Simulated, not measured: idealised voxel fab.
Proc. module: voxel self aligned contacts
Cross-section cut spans 210 nm and uses square cells 5 nm in size.
Cross-section, as written here: a square-cell grid given band by band from the top down, where a band holds one or more rows of cells.
Basically the band line says how high the top is and how high the bottom is, in nm, and then what's in it from left to right, every material with its width in nm. Empty space shows up as "blank", and if a single material carries "throughout" it runs the full band edge to edge.
It should be noted that heights are counted from 0, beneath which the wafer as supplied is of one material throughout, and that the lowest band possesses no lower boundary but continues downward, as written in "0 down".
Graded width ("30->40"): value in top row of band = first number; value in bottom row = second number; row-to-row change constant.
Given "no modifications" for a step, no cell of the cross-section differs between before and after that step.
Entry "Closed cavities" = empty spaces >= 8 cells with no open way to the top; each as width x height at distance, distance from left edge, all nm.
Anything after a step's settings on that line? It's the simulator's own note about the step.
"overlay nm" answers the question of how far to the right of plan the mask lay on a step that has a mask, and when it is negative the answer is to the left.
# These are the steps we planned for the process
1) RECEIVE | material Si
2) CONFORMAL_DEP | material SiO2 | thk nm 5
3) DIRECTIONAL_DEP | material polySi | thk nm 30
4) DIRECTIONAL_DEP | material SiN | thk nm 20
5) PATTERN | tone cover | mask id GATE | material resist | width nm 25 | pitch nm 50 | thk nm 15 | overlay nm 0
6) DIRECTIONAL_ETCH | etch materials SiN | depth nm 20
7) DIRECTIONAL_ETCH | etch materials polySi | depth nm 30
8) STRIP | etch materials resist
9) CONFORMAL_DEP | material SiN | thk nm 5
10) DIRECTIONAL_ETCH | etch materials SiN | depth nm 5
11) FILL_DEP | material SiO2 | thk nm 10
12) CMP | height nm 60
13) PATTERN | tone open | mask id CONTACT | material resist | width nm 35 | thk nm 15 | overlay nm 0
14) DIRECTIONAL_ETCH | etch materials SiO2 | depth nm 60
15) STRIP | etch materials resist
16) CONFORMAL_DEP | material TiN | thk nm 5
17) FILL_DEP | material Ru | thk nm 5
18) CMP | height nm 60
19) CONFORMAL_DEP | material SiN | thk nm 5
# First wafer of two (run as planned)
# Incoming wafer in cross-section (state: after step 1)
- 0 down  Si throughout
- Closed cavities: none
# The wafer in cross-section once step 2 is complete
- 5 to 0  SiO2 throughout
- Below 0, no change.
# The wafer in cross-section once step 3 is complete
- 35 to 5  polySi throughout
- Below 5, no change.
# The wafer in cross-section once step 4 is complete
- 55 to 35  SiN throughout
- Below 35, no change.
# The wafer in cross-section once step 5 is complete
- 70 to 55  65 nm blank / 25 nm resist / 25 nm blank / 25 nm resist / 70 nm blank
- Below 55, no change.
# The wafer in cross-section once step 6 is complete
- 70 to 55  65 nm blank / 25 nm resist / 25 nm blank / 25 nm resist / 70 nm blank
- 55 to 35  65 nm blank / 25 nm SiN / 25 nm blank / 25 nm SiN / 70 nm blank
- Below 35, no change.
# The wafer in cross-section once step 7 is complete
- 70 to 55  65 nm blank / 25 nm resist / 25 nm blank / 25 nm resist / 70 nm blank
- 55 to 35  65 nm blank / 25 nm SiN / 25 nm blank / 25 nm SiN / 70 nm blank
- 35 to 5  65 nm blank / 25 nm polySi / 25 nm blank / 25 nm polySi / 70 nm blank
- Below 5, no change.
# The wafer in cross-section once step 8 is complete
- 55 to 35  65 nm blank / 25 nm SiN / 25 nm blank / 25 nm SiN / 70 nm blank
- Below 35, no change.
# The wafer in cross-section once step 9 is complete
- 60 to 35  60 nm blank / 35 nm SiN / 15 nm blank / 35 nm SiN / 65 nm blank
- 35 to 10  60 nm blank / 5 nm SiN / 25 nm polySi / 5 nm SiN / 15 nm blank / 5 nm SiN / 25 nm polySi / 5 nm SiN / 65 nm blank
- 10 to 5  65 nm SiN / 25 nm polySi / 25 nm SiN / 25 nm polySi / 70 nm SiN
- Below 5, no change.
# The wafer in cross-section once step 10 is complete
- 55 to 35  60 nm blank / 35 nm SiN / 15 nm blank / 35 nm SiN / 65 nm blank
- 35 to 5  60 nm blank / 5 nm SiN / 25 nm polySi / 5 nm SiN / 15 nm blank / 5 nm SiN / 25 nm polySi / 5 nm SiN / 65 nm blank
- Below 5, no change.
# The wafer in cross-section once step 11 is complete
- 65 to 55  SiO2 throughout
- 55 to 35  60 nm SiO2 / 35 nm SiN / 15 nm SiO2 / 35 nm SiN / 65 nm SiO2
- 35 to 5  60 nm SiO2 / 5 nm SiN / 25 nm polySi / 5 nm SiN / 15 nm SiO2 / 5 nm SiN / 25 nm polySi / 5 nm SiN / 65 nm SiO2
- Below 5, no change.
# The wafer in cross-section once step 12 is complete
- 60 to 55  SiO2 throughout
- Below 55, no change.
# The wafer in cross-section once step 13 is complete
- 75 to 60  85 nm resist / 35 nm blank / 90 nm resist
- Below 60, no change.
# The wafer in cross-section once step 14 is complete
- 75 to 60  85 nm resist / 35 nm blank / 90 nm resist
- 60 to 55  85 nm SiO2 / 35 nm blank / 90 nm SiO2
- 55 to 35  60 nm SiO2 / 35 nm SiN / 15 nm blank / 35 nm SiN / 65 nm SiO2
- 35 to 5  60 nm SiO2 / 5 nm SiN / 25 nm polySi / 5 nm SiN / 15 nm blank / 5 nm SiN / 25 nm polySi / 5 nm SiN / 65 nm SiO2
- 5 to 0  95 nm SiO2 / 15 nm blank / 100 nm SiO2
- Below 0, no change.
# The wafer in cross-section once step 15 is complete
- 60 to 55  85 nm SiO2 / 35 nm blank / 90 nm SiO2
- Below 55, no change.
# The wafer in cross-section once step 16 is complete
- 65 to 60  90 nm TiN / 25 nm blank / 95 nm TiN
- 60 to 55  85 nm SiO2 / 15 nm TiN / 5 nm blank / 15 nm TiN / 90 nm SiO2
- 55 to 35  60 nm SiO2 / 35 nm SiN / 5 nm TiN / 5 nm blank / 5 nm TiN / 35 nm SiN / 65 nm SiO2
- 35 to 5  60 nm SiO2 / 5 nm SiN / 25 nm polySi / 5 nm SiN / 5 nm TiN / 5 nm blank / 5 nm TiN / 5 nm SiN / 25 nm polySi / 5 nm SiN / 65 nm SiO2
- 5 to 0  95 nm SiO2 / 15 nm TiN / 100 nm SiO2
- Below 0, no change.
# The wafer in cross-section once step 17 is complete
- 70 to 65  Ru throughout
- 65 to 60  90 nm TiN / 25 nm Ru / 95 nm TiN
- 60 to 55  85 nm SiO2 / 15 nm TiN / 5 nm Ru / 15 nm TiN / 90 nm SiO2
- 55 to 35  60 nm SiO2 / 35 nm SiN / 5 nm TiN / 5 nm Ru / 5 nm TiN / 35 nm SiN / 65 nm SiO2
- 35 to 5  60 nm SiO2 / 5 nm SiN / 25 nm polySi / 5 nm SiN / 5 nm TiN / 5 nm Ru / 5 nm TiN / 5 nm SiN / 25 nm polySi / 5 nm SiN / 65 nm SiO2
- Below 5, no change.
# The wafer in cross-section once step 18 is complete
- 60 to 55  85 nm SiO2 / 15 nm TiN / 5 nm Ru / 15 nm TiN / 90 nm SiO2
- Below 55, no change.
# The wafer in cross-section once step 19 is complete
- 65 to 60  SiN throughout
- Below 60, no change.
# It is to be noted that the second wafer proceeded from the same initial state and according to the same plan as the first, although one mistake was committed in its execution; through step 8, inclusive, the two wafers share an identical history
# Here is the second wafer in cross-section at the point where step 9 of the plan should have been done
- 50 to 35  65 nm blank / 25 nm SiN / 25 nm blank / 25 nm SiN / 70 nm blank
- Below 35, no change.
# Here is the second wafer in cross-section at the point where step 10 of the plan should have been done
- 55 to 35  60 nm blank / 35 nm SiN / 15 nm blank / 35 nm SiN / 65 nm blank
- 35 to 10  60 nm blank / 5 nm SiN / 25 nm polySi / 5 nm SiN / 15 nm blank / 5 nm SiN / 25 nm polySi / 5 nm SiN / 65 nm blank
- 10 to 5  65 nm SiN / 25 nm polySi / 25 nm SiN / 25 nm polySi / 70 nm SiN
- Below 5, no change.
# Here is the second wafer in cross-section at the point where step 11 of the plan should have been done
- 65 to 55  SiO2 throughout
- 55 to 35  60 nm SiO2 / 35 nm SiN / 15 nm SiO2 / 35 nm SiN / 65 nm SiO2
- 35 to 10  60 nm SiO2 / 5 nm SiN / 25 nm polySi / 5 nm SiN / 15 nm SiO2 / 5 nm SiN / 25 nm polySi / 5 nm SiN / 65 nm SiO2
- Below 10, no change.
# Here is the second wafer in cross-section at the point where step 12 of the plan should have been done
- 60 to 55  SiO2 throughout
- Below 55, no change.
# Here is the second wafer in cross-section at the point where step 13 of the plan should have been done
- 75 to 60  85 nm resist / 35 nm blank / 90 nm resist
- Below 60, no change.
# Here is the second wafer in cross-section at the point where step 14 of the plan should have been done
- 75 to 60  85 nm resist / 35 nm blank / 90 nm resist
- 60 to 55  85 nm SiO2 / 35 nm blank / 90 nm SiO2
- 55 to 35  60 nm SiO2 / 35 nm SiN / 15 nm blank / 35 nm SiN / 65 nm SiO2
- 35 to 10  60 nm SiO2 / 5 nm SiN / 25 nm polySi / 5 nm SiN / 15 nm blank / 5 nm SiN / 25 nm polySi / 5 nm SiN / 65 nm SiO2
- Below 10, no change.
# Here is the second wafer in cross-section at the point where step 15 of the plan should have been done
- 60 to 55  85 nm SiO2 / 35 nm blank / 90 nm SiO2
- Below 55, no change.
# Here is the second wafer in cross-section at the point where step 16 of the plan should have been done
- 65 to 60  90 nm TiN / 25 nm blank / 95 nm TiN
- 60 to 55  85 nm SiO2 / 15 nm TiN / 5 nm blank / 15 nm TiN / 90 nm SiO2
- 55 to 35  60 nm SiO2 / 35 nm SiN / 5 nm TiN / 5 nm blank / 5 nm TiN / 35 nm SiN / 65 nm SiO2
- 35 to 15  60 nm SiO2 / 5 nm SiN / 25 nm polySi / 5 nm SiN / 5 nm TiN / 5 nm blank / 5 nm TiN / 5 nm SiN / 25 nm polySi / 5 nm SiN / 65 nm SiO2
- 15 to 10  60 nm SiO2 / 5 nm SiN / 25 nm polySi / 5 nm SiN / 15 nm TiN / 5 nm SiN / 25 nm polySi / 5 nm SiN / 65 nm SiO2
- Below 10, no change.
# Here is the second wafer in cross-section at the point where step 17 of the plan should have been done
- 70 to 65  Ru throughout
- 65 to 60  90 nm TiN / 25 nm Ru / 95 nm TiN
- 60 to 55  85 nm SiO2 / 15 nm TiN / 5 nm Ru / 15 nm TiN / 90 nm SiO2
- 55 to 35  60 nm SiO2 / 35 nm SiN / 5 nm TiN / 5 nm Ru / 5 nm TiN / 35 nm SiN / 65 nm SiO2
- 35 to 15  60 nm SiO2 / 5 nm SiN / 25 nm polySi / 5 nm SiN / 5 nm TiN / 5 nm Ru / 5 nm TiN / 5 nm SiN / 25 nm polySi / 5 nm SiN / 65 nm SiO2
- Below 15, no change.
# Here is the second wafer in cross-section at the point where step 18 of the plan should have been done
- 60 to 55  85 nm SiO2 / 15 nm TiN / 5 nm Ru / 15 nm TiN / 90 nm SiO2
- Below 55, no change.
# Here is the second wafer in cross-section at the point where step 19 of the plan should have been done
- 65 to 60  SiN throughout
- Below 60, no change.
what went wrong: the executed order of steps 9 and 10 is the reverse of that specified in the plan, each step having taken the other's position
In the final state, the cell counts of the second wafer exceed or fall short of those of the first for the following materials: -2 Ru; +28 SiN; -22 SiO2; -4 TiN
